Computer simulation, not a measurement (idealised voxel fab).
Module name: voxel tone inversion (process module)
The figure presents cross-section cut, which has a width of 200 nm and is divided into square cells with an edge length of 5 nm.
We lay out every cross-section as a grid of square cells and spell it out in bands from the top down, where one band means one or more rows of cells. First you get the band's top height and its bottom height, in nm, and then the materials it's made of, left to right, with each width in nm. If you see a single material with "everywhere", that one covers the band edge to edge. "empty" is empty space. Height is counted from the level 0, under which the received wafer is composed throughout of one material. The lowest of the bands is not closed at the bottom but continues downward, in the notation "0 and below". A two-number width, for instance "30..40", indicates that the width is equal to the first number in the top row of the band and to the second number in the bottom row, and that it changes by a constant amount per row of cells. Basically "nothing got changed" means that step didn't change any cell in the cross-section. Empty spaces without an open route to the top, at least 8 cells in extent, make up the entry "Closed internal voids"; each is given as width x height at distance, where the distance is measured from the left edge, and all are in nm. Post-settings text on a step line: simulator's own remark regarding the step. overlay nm: right-of-plan distance of the mask on a masked step; negative values mean left-of-plan.

Steps planned for the process:
- 1: RECEIVE (material Si)
- 2: CONFORMAL_DEP (material SiN; thk nm 10)
- 3: DIRECTIONAL_DEP (material aC; thk nm 15)
- 4: PATTERN (tone cover; mask id POSTS; material resist; width nm 15; pitch nm 35; thk nm 20; overlay nm 0)
- 5: DIRECTIONAL_ETCH (etch materials aC; depth nm 15)
- 6: STRIP (etch materials resist)
- 7: FILL_DEP (material SiO2; thk nm 10)
- 8: CMP (height nm 25)
- 9: STRIP (etch materials aC)

First wafer out of two, processed as planned:

Cross-section of the wafer upon arrival, representing the state reached after step 1:
- 0 and below | Si everywhere
- Closed internal voids: none

Upon completion of step 2, the wafer appears in cross-section as shown:
- 10 down to 0 | SiN everywhere
- below 0: unchanged

Upon completion of step 3, the wafer appears in cross-section as shown:
- 25 down to 10 | aC everywhere
- below 10: unchanged

Upon completion of step 4, the wafer appears in cross-section as shown:
- 45 down to 25 | empty=55; resist=15; empty=20; resist=15; empty=20; resist=15; empty=60
- below 25: unchanged

Upon completion of step 5, the wafer appears in cross-section as shown:
- 30 down to 25 | empty=55; resist=15; empty=20; resist=15; empty=20; resist=15; empty=60
- 25 down to 10 | empty=55; aC=15; empty=20; aC=15; empty=20; aC=15; empty=60
- below 10: unchanged

Upon completion of step 6, the wafer appears in cross-section as shown:
- 25 down to 10 | empty=55; aC=15; empty=20; aC=15; empty=20; aC=15; empty=60
- below 10: unchanged

Upon completion of step 7, the wafer appears in cross-section as shown:
- 35 down to 25 | SiO2 everywhere
- 25 down to 10 | SiO2=55; aC=15; SiO2=20; aC=15; SiO2=20; aC=15; SiO2=60
- below 10: unchanged

Upon completion of step 8, the wafer appears in cross-section as shown:
- 25 down to 10 | SiO2=55; aC=15; SiO2=20; aC=15; SiO2=20; aC=15; SiO2=60
- below 10: unchanged

Upon completion of step 9, the wafer appears in cross-section as shown:
- 25 down to 10 | SiO2=55; empty=15; SiO2=20; empty=15; SiO2=20; empty=15; SiO2=60
- below 10: unchanged

Second Wafer (Identical Start and Plan, One Processing Error; Matches First Wafer Through Step 3):

What the second wafer looks like in cross-section when step 4 should have wrapped up:
- 45 down to 25 | resist=55; empty=15; resist=20; empty=15; resist=20; empty=15; resist=60
- below 25: unchanged

What the second wafer looks like in cross-section when step 5 should have wrapped up:
- 30 down to 25 | resist=55; empty=15; resist=20; empty=15; resist=20; empty=15; resist=60
- 25 down to 10 | aC=55; empty=15; aC=20; empty=15; aC=20; empty=15; aC=60
- below 10: unchanged

What the second wafer looks like in cross-section when step 6 should have wrapped up:
- 25 down to 10 | aC=55; empty=15; aC=20; empty=15; aC=20; empty=15; aC=60
- below 10: unchanged

What the second wafer looks like in cross-section when step 7 should have wrapped up:
- 35 down to 25 | SiO2 everywhere
- 25 down to 10 | aC=55; SiO2=15; aC=20; SiO2=15; aC=20; SiO2=15; aC=60
- below 10: unchanged

What the second wafer looks like in cross-section when step 8 should have wrapped up:
- 25 down to 10 | aC=55; SiO2=15; aC=20; SiO2=15; aC=20; SiO2=15; aC=60
- below 10: unchanged

What the second wafer looks like in cross-section when step 9 should have wrapped up:
- 25 down to 10 | empty=55; SiO2=15; empty=20; SiO2=15; empty=20; SiO2=15; empty=60
- below 10: unchanged
Which mistake was made when the wafer was run? step 4: run off-plan, actual operation and settings PATTERN (tone open; mask id POSTS; material resist; width nm 15; pitch nm 35; thk nm 20; overlay nm 0)
Counted in cells at the end, the second wafer holds more or fewer of these materials than the first: -66 SiO2
